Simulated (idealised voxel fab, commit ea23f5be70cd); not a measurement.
Process module name: voxel transistor to metal
Shown is cross-section cut, with a width of 140 nm and square cells of size 5 nm.
Cross-section spec: square-cell grid; bands listed top down; each band is one or more rows. Within each band entry, the heights of the top and of the bottom of the band appear first, in that order and in nm; the materials of the band then follow from left to right, each with its corresponding width in nm. The designation "edge to edge" on a single material indicates that it fills the band from edge to edge; the designation "empty" indicates empty space. Basically, 0 is our baseline, since under it the wafer straight out of the box is all one material. The bottom band has no lower end and keeps on going down, so it looks like "top 0, no bottom". Read "30 to 40" as a graded width: first number on top, second number at the bottom, same change between each pair of neighbouring rows. Take "stayed the same" at face value: in the step it is given for, the cross-section changed in none of its cells. Look at "Listed closed voids" for the closed voids: empty spaces with no open path to the top, sized 8 cells or up. Each is width x height at distance, distance from the left edge, all nm. Note: text after step settings on the step line = simulator remark on that step. "overlay nm" answers the question of how far to the right of plan the mask lay on a step that has a mask, and when it is negative the answer is to the left.
So here's the lineup of process steps we planned:
- 1: RECEIVE with material Si
- 2: OXIDIZE with depth nm 5
- 3: CONFORMAL_DEP with material SiN, thk nm 10
- 4: MASKED_ETCH with tone cover, mask id ACTIVE, width nm 105, etch materials SiN, depth nm 5, overlay nm 0
- 5: MASKED_ETCH with tone cover, mask id ACTIVE, width nm 105, etch materials SiO2, depth nm 5, overlay nm 0
- 6: MASKED_ETCH with tone cover, mask id ACTIVE, width nm 105, etch materials Si, depth nm 30, overlay nm 0
- 7: OXIDIZE with depth nm 5
- 8: FILL_DEP with material SiO2, thk nm 15
- 9: CMP with height nm 10
- 10: SELECTIVE_ETCH with etch materials SiO2, depth nm 5
- 11: STRIP with etch materials SiN
- 12: SELECTIVE_ETCH with etch materials SiO2, depth nm 5
- 13: OXIDIZE with depth nm 5
- 14: DIRECTIONAL_DEP with material polySi, thk nm 20
- 15: DIRECTIONAL_DEP with material SiCN, thk nm 15
- 16: DIRECTIONAL_DEP with material aC, thk nm 10
- 17: PATTERN with tone cover, mask id GATE, material resist, width nm 25, thk nm 25, overlay nm 0
- 18: DIRECTIONAL_ETCH with etch materials aC, depth nm 10
- 19: STRIP with etch materials resist
- 20: DIRECTIONAL_ETCH with etch materials SiCN, depth nm 25
- 21: DIRECTIONAL_ETCH with etch materials polySi, depth nm 30
- 22: STRIP with etch materials aC
- 23: CONFORMAL_DEP with material SiN, thk nm 5
- 24: DIRECTIONAL_ETCH with etch materials SiN, depth nm 5
- 25: DIRECTIONAL_ETCH with etch materials SiO2, depth nm 5
- 26: DIRECTIONAL_ETCH with etch materials Si, depth nm 5
- 27: EPI with material pSi, thk nm 10
- 28: FILL_DEP with material SiO2, thk nm 10
- 29: CMP with height nm 15
- 30: STRIP with etch materials polySi
- 31: SELECTIVE_ETCH with etch materials SiO2, depth nm 5
- 32: CONFORMAL_DEP with material HfO2, thk nm 5
- 33: CONFORMAL_DEP with material TiN, thk nm 5
- 34: FILL_DEP with material W, thk nm 5
- 35: CMP with height nm 10
- 36: DIRECTIONAL_DEP with material SiO2, thk nm 10
- 37: PATTERN with tone open, mask id CONTACT, material resist, width nm 15, pitch nm 80, thk nm 15, overlay nm 0
- 38: DIRECTIONAL_ETCH with etch materials SiO2, depth nm 25
- 39: STRIP with etch materials resist
- 40: CONFORMAL_DEP with material TiN, thk nm 5
- 41: FILL_DEP with material Ru, thk nm 10
- 42: CMP with height nm 20
- 43: CONFORMAL_DEP with material SiCN, thk nm 5
- 44: DIRECTIONAL_DEP with material lowk, thk nm 20
- 45: DIRECTIONAL_DEP with material aC, thk nm 15
- 46: PATTERN with tone open, mask id METAL_1, material resist, width nm 15, pitch nm 80, thk nm 30, overlay nm 0
- 47: DIRECTIONAL_ETCH with etch materials aC, depth nm 15
- 48: STRIP with etch materials resist
- 49: DIRECTIONAL_ETCH with etch materials lowk, depth nm 20
- 50: DIRECTIONAL_ETCH with etch materials SiCN, depth nm 5
- 51: STRIP with etch materials aC
- 52: CONFORMAL_DEP with material TiN, thk nm 5
- 53: FILL_DEP with material Cu, thk nm 5
- 54: CMP with height nm 45
- 55: CONFORMAL_DEP with material SiCN, thk nm 5
- 56: DIRECTIONAL_DEP with material lowk, thk nm 35
- 57: PATTERN with tone open, mask id METAL_2, material resist, width nm 15, pitch nm 80, thk nm 15, overlay nm 0
- 58: DIRECTIONAL_ETCH with etch materials lowk, depth nm 20
- 59: STRIP with etch materials resist
- 60: MASKED_ETCH with tone open, mask id METAL_2_HOLES, width nm 15, pitch nm 80, etch materials lowk, depth nm 15, overlay nm 0
- 61: MASKED_ETCH with tone open, mask id METAL_2_HOLES, width nm 15, pitch nm 80, etch materials SiCN, depth nm 5, overlay nm 0
- 62: CONFORMAL_DEP with material TiN, thk nm 5
- 63: FILL_DEP with material Ru, thk nm 10
- 64: CMP with height nm 85
- 65: CONFORMAL_DEP with material SiCN, thk nm 5
Among the wafers covered here, the point of difference is the depth nm at step 4; their starting state is shared, and the plan presents the value of the first wafer.
First wafer of several, as received: cross-section after step 1:
  top 0, no bottom  Si edge to edge
  Listed closed voids: none
Table: wafers, a row each; end-of-module cell change per material since receipt, gain (+), loss (-); then closed voids:
depth nm 5, +8 Cu, +13 HfO2, +22 Ru, -77 Si, +72 SiCN, +6 SiN, +85 SiO2, +85 TiN, +2 W, +242 lowk, +46 pSi, Listed closed voids: none
depth nm 10, +8 Cu, +13 HfO2, +22 Ru, -122 Si, +72 SiCN, +8 SiN, +144 SiO2, +85 TiN, +2 W, +242 lowk, +30 pSi, Listed closed voids: none
depth nm 15, +8 Cu, +13 HfO2, +22 Ru, -122 Si, +72 SiCN, +8 SiN, +144 SiO2, +85 TiN, +2 W, +242 lowk, +30 pSi, Listed closed voids: none
depth nm 20, +8 Cu, +13 HfO2, +22 Ru, -122 Si, +72 SiCN, +8 SiN, +144 SiO2, +85 TiN, +2 W, +242 lowk, +30 pSi, Listed closed voids: none
depth nm 25, +8 Cu, +13 HfO2, +22 Ru, -122 Si, +72 SiCN, +8 SiN, +144 SiO2, +85 TiN, +2 W, +242 lowk, +30 pSi, Listed closed voids: none
